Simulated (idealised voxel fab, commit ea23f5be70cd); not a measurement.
process module | voxel fin reveal
Cross-section cut: width 160 nm, square cells of 5 nm.
In this document a cross-section is written as a grid of square cells. It is given as a series of bands, listed from the top down, and a band is one or more rows of cells. Within each band entry, the heights of the top and of the bottom of the band appear first, in that order and in nm; the materials of the band then follow from left to right, each with its corresponding width in nm. The designation "full width" on a single material indicates that it fills the band from edge to edge; the designation "blank" indicates empty space. Beneath 0, the wafer as received is one material, and that level is where height counting begins. The lowest band goes on downward without a bottom; it is written like "0 down". So if you see something like "30 to 40" for the width, read it as the top row of the band sitting at the first number and the bottom row at the second, with every row in between moving by the same amount as the last. Reading "remains unaltered" for a step: not a cell of the cross-section changed in it. The entry titled "Entrapped void list" provides the empty spaces that have no open way to the top, restricted to those of 8 cells or more. Each is presented as width x height at distance, the distance being measured from the left edge, with all three in nm. Note: text after step settings on the step line = simulator remark on that step. The "overlay nm" setting may appear on a step's line; for a step that uses a mask, it gives how far to the right of its planned position the mask lay, and a negative value indicates the left. Note: before/after cross-section pairs follow, one process step per pair, after-side truncated at the lowest changed band, step and settings given beneath. Different runs of this module on the same starting wafer may supply the pairs; a pair continues the one above only where the "Ex-ante state" entry says so.

[Ex-ante state]
0 down | Si full width
Entrapped void list: none

[Step Result]
5 to 0 | SiN full width
For the remainder of the cross-section, below 0, there is no change.
Entrapped void list: none
Process step separating the two views above: CONFORMAL_DEP with material SiN, thk nm 5

Ex-ante state: = after-state of the pair above.

[Step Result]
20 to 5 | aC full width
For the remainder of the cross-section, below 5, there is no change.
Entrapped void list: none
Process step separating the two views above: DIRECTIONAL_DEP with material aC, thk nm 15

Ex-ante state: = after-state of the pair above.

[Step Result]
55 to 20 | blank 20; resist 15; blank 20; resist 15; blank 20; resist 15; blank 20; resist 15; blank 20
For the remainder of the cross-section, below 20, there is no change.
Entrapped void list: none
Process step separating the two views above: PATTERN with tone cover, mask id FINS, material resist, width nm 15, pitch nm 35, thk nm 35, overlay nm 0

Ex-ante state: = after-state of the pair above.

[Step Result]
40 to 20 | blank 20; resist 15; blank 20; resist 15; blank 20; resist 15; blank 20; resist 15; blank 20
20 to 5 | blank 20; aC 15; blank 20; aC 15; blank 20; aC 15; blank 20; aC 15; blank 20
For the remainder of the cross-section, below 5, there is no change.
Entrapped void list: none
Process step separating the two views above: DIRECTIONAL_ETCH with etch materials aC, depth nm 15

Ex-ante state: = after-state of the pair above.

[Step Result]
20 to 5 | blank 20; aC 15; blank 20; aC 15; blank 20; aC 15; blank 20; aC 15; blank 20
For the remainder of the cross-section, below 5, there is no change.
Entrapped void list: none
Process step separating the two views above: STRIP with etch materials resist

Ex-ante state: = after-state of the pair above.

[Step Result]
20 to 5 | blank 20; aC 15; blank 20; aC 15; blank 20; aC 15; blank 20; aC 15; blank 20
5 to 0 | blank 20; SiN 15; blank 20; SiN 15; blank 20; SiN 15; blank 20; SiN 15; blank 20
For the remainder of the cross-section, below 0, there is no change.
Entrapped void list: none
Process step separating the two views above: DIRECTIONAL_ETCH with etch materials SiN, depth nm 5

Ex-ante state: = after-state of the pair above.

[Step Result]
20 to 5 | blank 20; aC 15; blank 20; aC 15; blank 20; aC 15; blank 20; aC 15; blank 20
5 to 0 | blank 20; SiN 15; blank 20; SiN 15; blank 20; SiN 15; blank 20; SiN 15; blank 20
0 to -30 | blank 20; Si 15; blank 20; Si 15; blank 20; Si 15; blank 20; Si 15; blank 20
For the remainder of the cross-section, below -30, there is no change.
Entrapped void list: none
Process step separating the two views above: DIRECTIONAL_ETCH with etch materials Si, depth nm 30

Ex-ante state: = after-state of the pair above.

[Step Result]
5 to 0 | blank 20; SiN 15; blank 20; SiN 15; blank 20; SiN 15; blank 20; SiN 15; blank 20
For the remainder of the cross-section, below 0, there is no change.
Entrapped void list: none
Process step separating the two views above: STRIP with etch materials aC

Ex-ante state: = after-state of the pair above.

[Step Result]
5 to 0 | blank 20; SiN 15; blank 20; SiN 15; blank 20; SiN 15; blank 20; SiN 15; blank 20
0 to -30 | blank 20; SiO2 5; Si 5; SiO2 5; blank 20; SiO2 5; Si 5; SiO2 5; blank 20; SiO2 5; Si 5; SiO2 5; blank 20; SiO2 5; Si 5; SiO2 5; blank 20
-30 to -35 | SiO2 25; Si 5; SiO2 30; Si 5; SiO2 30; Si 5; SiO2 30; Si 5; SiO2 25
For the remainder of the cross-section, below -35, there is no change.
Entrapped void list: none
Process step separating the two views above: OXIDIZE with depth nm 5

Ex-ante state: = after-state of the pair above.

[Step Result]
15 to 5 | SiO2 full width
5 to 0 | SiO2 20; SiN 15; SiO2 20; SiN 15; SiO2 20; SiN 15; SiO2 20; SiN 15; SiO2 20
0 to -35 | SiO2 25; Si 5; SiO2 30; Si 5; SiO2 30; Si 5; SiO2 30; Si 5; SiO2 25
For the remainder of the cross-section, below -35, there is no change.
Entrapped void list: none
Process step separating the two views above: FILL_DEP with material SiO2, thk nm 10

Ex-ante state: = after-state of the pair above.

[Step Result]
5 to 0 | SiO2 20; SiN 15; SiO2 20; SiN 15; SiO2 20; SiN 15; SiO2 20; SiN 15; SiO2 20
For the remainder of the cross-section, below 0, there is no change.
Entrapped void list: none
Process step separating the two views above: CMP with height nm 5

Ex-ante state: = after-state of the pair above.

[Step Result]
5 to 0 | blank 20; SiN 15; blank 20; SiN 15; blank 20; SiN 15; blank 20; SiN 15; blank 20
0 to -10 | blank 25; Si 5; blank 30; Si 5; blank 30; Si 5; blank 30; Si 5; blank 25
For the remainder of the cross-section, below -10, there is no change.
Entrapped void list: none
Process step separating the two views above: SELECTIVE_ETCH with etch materials SiO2, depth nm 15

Ex-ante state: = after-state of the pair above.

[Step Result]
0 to -10 | blank 25; Si 5; blank 30; Si 5; blank 30; Si 5; blank 30; Si 5; blank 25
For the remainder of the cross-section, below -10, there is no change.
Entrapped void list: none
Process step separating the two views above: STRIP with etch materials SiN

Ex-ante state: = after-state of the pair above.

[Step Result]
5 to 0 | blank 20; SiO2 15; blank 20; SiO2 15; blank 20; SiO2 15; blank 20; SiO2 15; blank 20
0 to -5 | blank 20; SiO2 5; Si 5; SiO2 5; blank 20; SiO2 5; Si 5; SiO2 5; blank 20; SiO2 5; Si 5; SiO2 5; blank 20; SiO2 5; Si 5; SiO2 5; blank 20
-5 to -35 | SiO2 25; Si 5; SiO2 30; Si 5; SiO2 30; Si 5; SiO2 30; Si 5; SiO2 25
For the remainder of the cross-section, below -35, there is no change.
Entrapped void list: none
Process step separating the two views above: CONFORMAL_DEP with material SiO2, thk nm 5

[Ex-ante state]
5 to 0 | blank 20; SiN 15; blank 20; SiN 15; blank 20; SiN 15; blank 20; SiN 15; blank 20
0 to -10 | blank 25; Si 5; blank 30; Si 5; blank 30; Si 5; blank 30; Si 5; blank 25
-10 to -35 | SiO2 25; Si 5; SiO2 30; Si 5; SiO2 30; Si 5; SiO2 30; Si 5; SiO2 25
-35 down | Si full width
Entrapped void list: none

[Step Result]
5 to 0 | blank 20; SiN 15; blank 20; SiN 15; blank 20; SiN 15; blank 20; SiN 15; blank 20
0 to -25 | blank 25; Si 5; blank 30; Si 5; blank 30; Si 5; blank 30; Si 5; blank 25
For the remainder of the cross-section, below -25, there is no change.
Entrapped void list: none
Process step separating the two views above: SELECTIVE_ETCH with etch materials SiO2, depth nm 15

Ex-ante state: = after-state of the pair above.

[Step Result]
0 to -25 | blank 25; Si 5; blank 30; Si 5; blank 30; Si 5; blank 30; Si 5; blank 25
For the remainder of the cross-section, below -25, there is no change.
Entrapped void list: none
Process step separating the two views above: STRIP with etch materials SiN

Ex-ante state: = after-state of the pair above.

[Step Result]
5 to 0 | blank 20; SiO2 15; blank 20; SiO2 15; blank 20; SiO2 15; blank 20; SiO2 15; blank 20
0 to -20 | blank 20; SiO2 5; Si 5; SiO2 5; blank 20; SiO2 5; Si 5; SiO2 5; blank 20; SiO2 5; Si 5; SiO2 5; blank 20; SiO2 5; Si 5; SiO2 5; blank 20
-20 to -35 | SiO2 25; Si 5; SiO2 30; Si 5; SiO2 30; Si 5; SiO2 30; Si 5; SiO2 25
For the remainder of the cross-section, below -35, there is no change.
Entrapped void list: none
Process step separating the two views above: CONFORMAL_DEP with material SiO2, thk nm 5

[Ex-ante state]
5 to 0 | SiO2 20; SiN 15; SiO2 20; SiN 15; SiO2 20; SiN 15; SiO2 20; SiN 15; SiO2 20
0 to -35 | SiO2 25; Si 5; SiO2 30; Si 5; SiO2 30; Si 5; SiO2 30; Si 5; SiO2 25
-35 down | Si full width
Entrapped void list: none

[Step Result]
5 to 0 | SiO2 20; blank 15; SiO2 20; blank 15; SiO2 20; blank 15; SiO2 20; blank 15; SiO2 20
For the remainder of the cross-section, below 0, there is no change.
Entrapped void list: none
Process step separating the two views above: STRIP with etch materials SiN

Ex-ante state: = after-state of the pair above.

[Step Result]
0 to -10 | blank 25; Si 5; blank 30; Si 5; blank 30; Si 5; blank 30; Si 5; blank 25
-10 to -15 | SiO2 5; blank 20; Si 5; blank 30; Si 5; blank 30; Si 5; blank 30; Si 5; blank 20; SiO2 5
For the remainder of the cross-section, below -15, there is no change.
Entrapped void list: none
Process step separating the two views above: SELECTIVE_ETCH with etch materials SiO2, depth nm 15

Ex-ante state: = after-state of the pair above.

[Step Result]
5 to 0 | blank 20; SiO2 15; blank 20; SiO2 15; blank 20; SiO2 15; blank 20; SiO2 15; blank 20
0 to -5 | blank 20; SiO2 5; Si 5; SiO2 5; blank 20; SiO2 5; Si 5; SiO2 5; blank 20; SiO2 5; Si 5; SiO2 5; blank 20; SiO2 5; Si 5; SiO2 5; blank 20
-5 to -10 | SiO2 10; blank 10; SiO2 5; Si 5; SiO2 5; blank 20; SiO2 5; Si 5; SiO2 5; blank 20; SiO2 5; Si 5; SiO2 5; blank 20; SiO2 5; Si 5; SiO2 5; blank 10; SiO2 10
-10 to -35 | SiO2 25; Si 5; SiO2 30; Si 5; SiO2 30; Si 5; SiO2 30; Si 5; SiO2 25
For the remainder of the cross-section, below -35, there is no change.
Entrapped void list: none
Process step separating the two views above: CONFORMAL_DEP with material SiO2, thk nm 5

[Ex-ante state]
0 to -10 | blank 25; Si 5; blank 30; Si 5; blank 30; Si 5; blank 30; Si 5; blank 25
-10 to -35 | SiO2 25; Si 5; SiO2 30; Si 5; SiO2 30; Si 5; SiO2 30; Si 5; SiO2 25
-35 down | Si full width
Entrapped void list: none

[Step Result]
15 to 5 | blank 10; SiO2 140; blank 10
5 to 0 | SiO2 full width
0 to -35 | SiO2 25; Si 5; SiO2 30; Si 5; SiO2 30; Si 5; SiO2 30; Si 5; SiO2 25
For the remainder of the cross-section, below -35, there is no change.
Entrapped void list: none
Process step separating the two views above: CONFORMAL_DEP with material SiO2, thk nm 15

[Ex-ante state]
20 to 5 | aC full width
5 to 0 | SiN full width
0 down | Si full width
Entrapped void list: none

[Step Result]
55 to 20 | blank 20; resist 20; blank 15; resist 20; blank 15; resist 20; blank 15; resist 20; blank 15
For the remainder of the cross-section, below 20, there is no change.
Entrapped void list: none
Process step separating the two views above: PATTERN with tone cover, mask id FINS, material resist, width nm 20, pitch nm 35, thk nm 35, overlay nm 0

Ex-ante state: = after-state of the pair above.

[Step Result]
40 to 20 | blank 20; resist 20; blank 15; resist 20; blank 15; resist 20; blank 15; resist 20; blank 15
20 to 5 | blank 20; aC 20; blank 15; aC 20; blank 15; aC 20; blank 15; aC 20; blank 15
For the remainder of the cross-section, below 5, there is no change.
Entrapped void list: none
Process step separating the two views above: DIRECTIONAL_ETCH with etch materials aC, depth nm 15

Ex-ante state: = after-state of the pair above.

[Step Result]
20 to 5 | blank 20; aC 20; blank 15; aC 20; blank 15; aC 20; blank 15; aC 20; blank 15
For the remainder of the cross-section, below 5, there is no change.
Entrapped void list: none
Process step separating the two views above: STRIP with etch materials resist

Ex-ante state: = after-state of the pair above.

[Step Result]
20 to 5 | blank 20; aC 20; blank 15; aC 20; blank 15; aC 20; blank 15; aC 20; blank 15
5 to 0 | blank 20; SiN 20; blank 15; SiN 20; blank 15; SiN 20; blank 15; SiN 20; blank 15
For the remainder of the cross-section, below 0, there is no change.
Entrapped void list: none
Process step separating the two views above: DIRECTIONAL_ETCH with etch materials SiN, depth nm 5

Ex-ante state: = after-state of the pair above.

[Step Result]
20 to 5 | blank 20; aC 20; blank 15; aC 20; blank 15; aC 20; blank 15; aC 20; blank 15
5 to 0 | blank 20; SiN 20; blank 15; SiN 20; blank 15; SiN 20; blank 15; SiN 20; blank 15
0 to -30 | blank 20; Si 20; blank 15; Si 20; blank 15; Si 20; blank 15; Si 20; blank 15
For the remainder of the cross-section, below -30, there is no change.
Entrapped void list: none
Process step separating the two views above: DIRECTIONAL_ETCH with etch materials Si, depth nm 30

Ex-ante state: = after-state of the pair above.

[Step Result]
5 to 0 | blank 20; SiN 20; blank 15; SiN 20; blank 15; SiN 20; blank 15; SiN 20; blank 15
For the remainder of the cross-section, below 0, there is no change.
Entrapped void list: none
Process step separating the two views above: STRIP with etch materials aC

Ex-ante state: = after-state of the pair above.

[Step Result]
5 to 0 | blank 20; SiN 20; blank 15; SiN 20; blank 15; SiN 20; blank 15; SiN 20; blank 15
0 to -30 | blank 20; SiO2 5; Si 10; SiO2 5; blank 15; SiO2 5; Si 10; SiO2 5; blank 15; SiO2 5; Si 10; SiO2 5; blank 15; SiO2 5; Si 10; SiO2 5; blank 15
-30 to -35 | SiO2 25; Si 10; SiO2 25; Si 10; SiO2 25; Si 10; SiO2 25; Si 10; SiO2 20
For the remainder of the cross-section, below -35, there is no change.
Entrapped void list: none
Process step separating the two views above: OXIDIZE with depth nm 5

Ex-ante state: = after-state of the pair above.

[Step Result]
15 to 5 | SiO2 full width
5 to 0 | SiO2 20; SiN 20; SiO2 15; SiN 20; SiO2 15; SiN 20; SiO2 15; SiN 20; SiO2 15
0 to -35 | SiO2 25; Si 10; SiO2 25; Si 10; SiO2 25; Si 10; SiO2 25; Si 10; SiO2 20
For the remainder of the cross-section, below -35, there is no change.
Entrapped void list: none
Process step separating the two views above: FILL_DEP with material SiO2, thk nm 10

Ex-ante state: = after-state of the pair above.

[Step Result]
5 to 0 | SiO2 20; SiN 20; SiO2 15; SiN 20; SiO2 15; SiN 20; SiO2 15; SiN 20; SiO2 15
For the remainder of the cross-section, below 0, there is no change.
Entrapped void list: none
Process step separating the two views above: CMP with height nm 5

Ex-ante state: = after-state of the pair above.

[Step Result]
5 to 0 | blank 20; SiN 20; blank 15; SiN 20; blank 15; SiN 20; blank 15; SiN 20; blank 15
0 to -10 | blank 25; Si 10; blank 25; Si 10; blank 25; Si 10; blank 25; Si 10; blank 20
For the remainder of the cross-section, below -10, there is no change.
Entrapped void list: none
Process step separating the two views above: SELECTIVE_ETCH with etch materials SiO2, depth nm 15

Ex-ante state: = after-state of the pair above.

[Step Result]
0 to -10 | blank 25; Si 10; blank 25; Si 10; blank 25; Si 10; blank 25; Si 10; blank 20
For the remainder of the cross-section, below -10, there is no change.
Entrapped void list: none
Process step separating the two views above: STRIP with etch materials SiN

Ex-ante state: = after-state of the pair above.

[Step Result]
5 to 0 | blank 20; SiO2 20; blank 15; SiO2 20; blank 15; SiO2 20; blank 15; SiO2 20; blank 15
0 to -5 | blank 20; SiO2 5; Si 10; SiO2 5; blank 15; SiO2 5; Si 10; SiO2 5; blank 15; SiO2 5; Si 10; SiO2 5; blank 15; SiO2 5; Si 10; SiO2 5; blank 15
-5 to -35 | SiO2 25; Si 10; SiO2 25; Si 10; SiO2 25; Si 10; SiO2 25; Si 10; SiO2 20
For the remainder of the cross-section, below -35, there is no change.
Entrapped void list: none
Process step separating the two views above: CONFORMAL_DEP with material SiO2, thk nm 5

[Ex-ante state]
20 to 5 | aC full width
5 to 0 | SiN full width
0 down | Si full width
Entrapped void list: none

[Step Result]
55 to 20 | blank 15; resist 15; blank 20; resist 15; blank 20; resist 15; blank 20; resist 15; blank 25
For the remainder of the cross-section, below 20, there is no change.
Entrapped void list: none
Process step separating the two views above: PATTERN with tone cover, mask id FINS, material resist, width nm 15, pitch nm 35, thk nm 35, overlay nm -5

Ex-ante state: = after-state of the pair above.

[Step Result]
40 to 20 | blank 15; resist 15; blank 20; resist 15; blank 20; resist 15; blank 20; resist 15; blank 25
20 to 5 | blank 15; aC 15; blank 20; aC 15; blank 20; aC 15; blank 20; aC 15; blank 25
For the remainder of the cross-section, below 5, there is no change.
Entrapped void list: none
Process step separating the two views above: DIRECTIONAL_ETCH with etch materials aC, depth nm 15

Ex-ante state: = after-state of the pair above.

[Step Result]
20 to 5 | blank 15; aC 15; blank 20; aC 15; blank 20; aC 15; blank 20; aC 15; blank 25
For the remainder of the cross-section, below 5, there is no change.
Entrapped void list: none
Process step separating the two views above: STRIP with etch materials resist

Ex-ante state: = after-state of the pair above.

[Step Result]
20 to 5 | blank 15; aC 15; blank 20; aC 15; blank 20; aC 15; blank 20; aC 15; blank 25
5 to 0 | blank 15; SiN 15; blank 20; SiN 15; blank 20; SiN 15; blank 20; SiN 15; blank 25
For the remainder of the cross-section, below 0, there is no change.
Entrapped void list: none
Process step separating the two views above: DIRECTIONAL_ETCH with etch materials SiN, depth nm 5

Ex-ante state: = after-state of the pair above.

[Step Result]
20 to 5 | blank 15; aC 15; blank 20; aC 15; blank 20; aC 15; blank 20; aC 15; blank 25
5 to 0 | blank 15; SiN 15; blank 20; SiN 15; blank 20; SiN 15; blank 20; SiN 15; blank 25
0 to -30 | blank 15; Si 15; blank 20; Si 15; blank 20; Si 15; blank 20; Si 15; blank 25
For the remainder of the cross-section, below -30, there is no change.
Entrapped void list: none
Process step separating the two views above: DIRECTIONAL_ETCH with etch materials Si, depth nm 30

Ex-ante state: = after-state of the pair above.

[Step Result]
5 to 0 | blank 15; SiN 15; blank 20; SiN 15; blank 20; SiN 15; blank 20; SiN 15; blank 25
For the remainder of the cross-section, below 0, there is no change.
Entrapped void list: none
Process step separating the two views above: STRIP with etch materials aC

Ex-ante state: = after-state of the pair above.

[Step Result]
5 to 0 | blank 15; SiN 15; blank 20; SiN 15; blank 20; SiN 15; blank 20; SiN 15; blank 25
0 to -30 | blank 15; SiO2 5; Si 5; SiO2 5; blank 20; SiO2 5; Si 5; SiO2 5; blank 20; SiO2 5; Si 5; SiO2 5; blank 20; SiO2 5; Si 5; SiO2 5; blank 25
-30 to -35 | SiO2 20; Si 5; SiO2 30; Si 5; SiO2 30; Si 5; SiO2 30; Si 5; SiO2 30
For the remainder of the cross-section, below -35, there is no change.
Entrapped void list: none
Process step separating the two views above: OXIDIZE with depth nm 5

Ex-ante state: = after-state of the pair above.

[Step Result]
15 to 5 | SiO2 full width
5 to 0 | SiO2 15; SiN 15; SiO2 20; SiN 15; SiO2 20; SiN 15; SiO2 20; SiN 15; SiO2 25
0 to -35 | SiO2 20; Si 5; SiO2 30; Si 5; SiO2 30; Si 5; SiO2 30; Si 5; SiO2 30
For the remainder of the cross-section, below -35, there is no change.
Entrapped void list: none
Process step separating the two views above: FILL_DEP with material SiO2, thk nm 10

Ex-ante state: = after-state of the pair above.

[Step Result]
5 to 0 | SiO2 15; SiN 15; SiO2 20; SiN 15; SiO2 20; SiN 15; SiO2 20; SiN 15; SiO2 25
For the remainder of the cross-section, below 0, there is no change.
Entrapped void list: none
Process step separating the two views above: CMP with height nm 5

Ex-ante state: = after-state of the pair above.

[Step Result]
5 to 0 | blank 15; SiN 15; blank 20; SiN 15; blank 20; SiN 15; blank 20; SiN 15; blank 25
0 to -10 | blank 20; Si 5; blank 30; Si 5; blank 30; Si 5; blank 30; Si 5; blank 30
For the remainder of the cross-section, below -10, there is no change.
Entrapped void list: none
Process step separating the two views above: SELECTIVE_ETCH with etch materials SiO2, depth nm 15

Ex-ante state: = after-state of the pair above.

[Step Result]
0 to -10 | blank 20; Si 5; blank 30; Si 5; blank 30; Si 5; blank 30; Si 5; blank 30
For the remainder of the cross-section, below -10, there is no change.
Entrapped void list: none
Process step separating the two views above: STRIP with etch materials SiN

Ex-ante state: = after-state of the pair above.

[Step Result]
5 to 0 | blank 15; SiO2 15; blank 20; SiO2 15; blank 20; SiO2 15; blank 20; SiO2 15; blank 25
0 to -5 | blank 15; SiO2 5; Si 5; SiO2 5; blank 20; SiO2 5; Si 5; SiO2 5; blank 20; SiO2 5; Si 5; SiO2 5; blank 20; SiO2 5; Si 5; SiO2 5; blank 25
-5 to -35 | SiO2 20; Si 5; SiO2 30; Si 5; SiO2 30; Si 5; SiO2 30; Si 5; SiO2 30
For the remainder of the cross-section, below -35, there is no change.
Entrapped void list: none
Process step separating the two views above: CONFORMAL_DEP with material SiO2, thk nm 5

[Ex-ante state]
5 to 0 | blank 20; SiN 15; blank 20; SiN 15; blank 20; SiN 15; blank 20; SiN 15; blank 20
0 to -10 | blank 25; Si 5; blank 30; Si 5; blank 30; Si 5; blank 30; Si 5; blank 25
-10 to -35 | SiO2 25; Si 5; SiO2 30; Si 5; SiO2 30; Si 5; SiO2 30; Si 5; SiO2 25
-35 down | Si full width
Entrapped void list: none

[Step Result]
5 to 0 | blank 20; SiN 15; blank 20; SiN 15; blank 20; SiN 15; blank 20; SiN 15; blank 20
0 to -35 | blank 25; Si 5; blank 30; Si 5; blank 30; Si 5; blank 30; Si 5; blank 25
For the remainder of the cross-section, below -35, there is no change.
Entrapped void list: none
Process step separating the two views above: STRIP with etch materials SiO2

Ex-ante state: = after-state of the pair above.

[Step Result]
10 to 5 | blank 15; SiO2 25; blank 10; SiO2 25; blank 10; SiO2 25; blank 10; SiO2 25; blank 15
5 to 0 | blank 15; SiO2 5; SiN 15; SiO2 5; blank 10; SiO2 5; SiN 15; SiO2 5; blank 10; SiO2 5; SiN 15; SiO2 5; blank 10; SiO2 5; SiN 15; SiO2 5; blank 15
0 to -5 | blank 15; SiO2 10; Si 5; SiO2 10; blank 10; SiO2 10; Si 5; SiO2 10; blank 10; SiO2 10; Si 5; SiO2 10; blank 10; SiO2 10; Si 5; SiO2 10; blank 15
-5 to -30 | blank 20; SiO2 5; Si 5; SiO2 5; blank 20; SiO2 5; Si 5; SiO2 5; blank 20; SiO2 5; Si 5; SiO2 5; blank 20; SiO2 5; Si 5; SiO2 5; blank 20
-30 to -35 | SiO2 25; Si 5; SiO2 30; Si 5; SiO2 30; Si 5; SiO2 30; Si 5; SiO2 25
For the remainder of the cross-section, below -35, there is no change.
Entrapped void list: none
Process step separating the two views above: CONFORMAL_DEP with material SiO2, thk nm 5

[Ex-ante state]
20 to 5 | aC full width
5 to 0 | SiN full width
0 down | Si full width
Entrapped void list: none

[Step Result]
55 to 20 | resist 20; blank 15; resist 20; blank 15; resist 20; blank 15; resist 20; blank 15; resist 20
For the remainder of the cross-section, below 20, there is no change.
Entrapped void list: none
Process step separating the two views above: PATTERN with tone open, mask id FINS, material resist, width nm 15, pitch nm 35, thk nm 35, overlay nm 0

Ex-ante state: = after-state of the pair above.

[Step Result]
40 to 20 | resist 20; blank 15; resist 20; blank 15; resist 20; blank 15; resist 20; blank 15; resist 20
20 to 5 | aC 20; blank 15; aC 20; blank 15; aC 20; blank 15; aC 20; blank 15; aC 20
For the remainder of the cross-section, below 5, there is no change.
Entrapped void list: none
Process step separating the two views above: DIRECTIONAL_ETCH with etch materials aC, depth nm 15

Ex-ante state: = after-state of the pair above.

[Step Result]
20 to 5 | aC 20; blank 15; aC 20; blank 15; aC 20; blank 15; aC 20; blank 15; aC 20
For the remainder of the cross-section, below 5, there is no change.
Entrapped void list: none
Process step separating the two views above: STRIP with etch materials resist

Ex-ante state: = after-state of the pair above.

[Step Result]
20 to 5 | aC 20; blank 15; aC 20; blank 15; aC 20; blank 15; aC 20; blank 15; aC 20
5 to 0 | SiN 20; blank 15; SiN 20; blank 15; SiN 20; blank 15; SiN 20; blank 15; SiN 20
For the remainder of the cross-section, below 0, there is no change.
Entrapped void list: none
Process step separating the two views above: DIRECTIONAL_ETCH with etch materials SiN, depth nm 5

Ex-ante state: = after-state of the pair above.

[Step Result]
20 to 5 | aC 20; blank 15; aC 20; blank 15; aC 20; blank 15; aC 20; blank 15; aC 20
5 to 0 | SiN 20; blank 15; SiN 20; blank 15; SiN 20; blank 15; SiN 20; blank 15; SiN 20
0 to -30 | Si 20; blank 15; Si 20; blank 15; Si 20; blank 15; Si 20; blank 15; Si 20
For the remainder of the cross-section, below -30, there is no change.
Entrapped void list: none
Process step separating the two views above: DIRECTIONAL_ETCH with etch materials Si, depth nm 30

Ex-ante state: = after-state of the pair above.

[Step Result]
5 to 0 | SiN 20; blank 15; SiN 20; blank 15; SiN 20; blank 15; SiN 20; blank 15; SiN 20
For the remainder of the cross-section, below 0, there is no change.
Entrapped void list: none
Process step separating the two views above: STRIP with etch materials aC

Ex-ante state: = after-state of the pair above.

[Step Result]
5 to 0 | SiN 20; blank 15; SiN 20; blank 15; SiN 20; blank 15; SiN 20; blank 15; SiN 20
0 to -30 | Si 15; SiO2 5; blank 15; SiO2 5; Si 10; SiO2 5; blank 15; SiO2 5; Si 10; SiO2 5; blank 15; SiO2 5; Si 10; SiO2 5; blank 15; SiO2 5; Si 15
-30 to -35 | Si 15; SiO2 25; Si 10; SiO2 25; Si 10; SiO2 25; Si 10; SiO2 25; Si 15
For the remainder of the cross-section, below -35, there is no change.
Entrapped void list: none
Process step separating the two views above: OXIDIZE with depth nm 5

Ex-ante state: = after-state of the pair above.

[Step Result]
15 to 5 | SiO2 full width
5 to 0 | SiN 20; SiO2 15; SiN 20; SiO2 15; SiN 20; SiO2 15; SiN 20; SiO2 15; SiN 20
0 to -35 | Si 15; SiO2 25; Si 10; SiO2 25; Si 10; SiO2 25; Si 10; SiO2 25; Si 15
For the remainder of the cross-section, below -35, there is no change.
Entrapped void list: none
Process step separating the two views above: FILL_DEP with material SiO2, thk nm 10

Ex-ante state: = after-state of the pair above.

[Step Result]
5 to 0 | SiN 20; SiO2 15; SiN 20; SiO2 15; SiN 20; SiO2 15; SiN 20; SiO2 15; SiN 20
For the remainder of the cross-section, below 0, there is no change.
Entrapped void list: none
Process step separating the two views above: CMP with height nm 5

Ex-ante state: = after-state of the pair above.

[Step Result]
5 to 0 | SiN 20; blank 15; SiN 20; blank 15; SiN 20; blank 15; SiN 20; blank 15; SiN 20
0 to -10 | Si 15; blank 25; Si 10; blank 25; Si 10; blank 25; Si 10; blank 25; Si 15
For the remainder of the cross-section, below -10, there is no change.
Entrapped void list: none
Process step separating the two views above: SELECTIVE_ETCH with etch materials SiO2, depth nm 15

Ex-ante state: = after-state of the pair above.

[Step Result]
0 to -10 | Si 15; blank 25; Si 10; blank 25; Si 10; blank 25; Si 10; blank 25; Si 15
For the remainder of the cross-section, below -10, there is no change.
Entrapped void list: none
Process step separating the two views above: STRIP with etch materials SiN

Ex-ante state: = after-state of the pair above.

[Step Result]
5 to 0 | SiO2 20; blank 15; SiO2 20; blank 15; SiO2 20; blank 15; SiO2 20; blank 15; SiO2 20
0 to -5 | Si 15; SiO2 5; blank 15; SiO2 5; Si 10; SiO2 5; blank 15; SiO2 5; Si 10; SiO2 5; blank 15; SiO2 5; Si 10; SiO2 5; blank 15; SiO2 5; Si 15
-5 to -35 | Si 15; SiO2 25; Si 10; SiO2 25; Si 10; SiO2 25; Si 10; SiO2 25; Si 15
For the remainder of the cross-section, below -35, there is no change.
Entrapped void list: none
Process step separating the two views above: CONFORMAL_DEP with material SiO2, thk nm 5
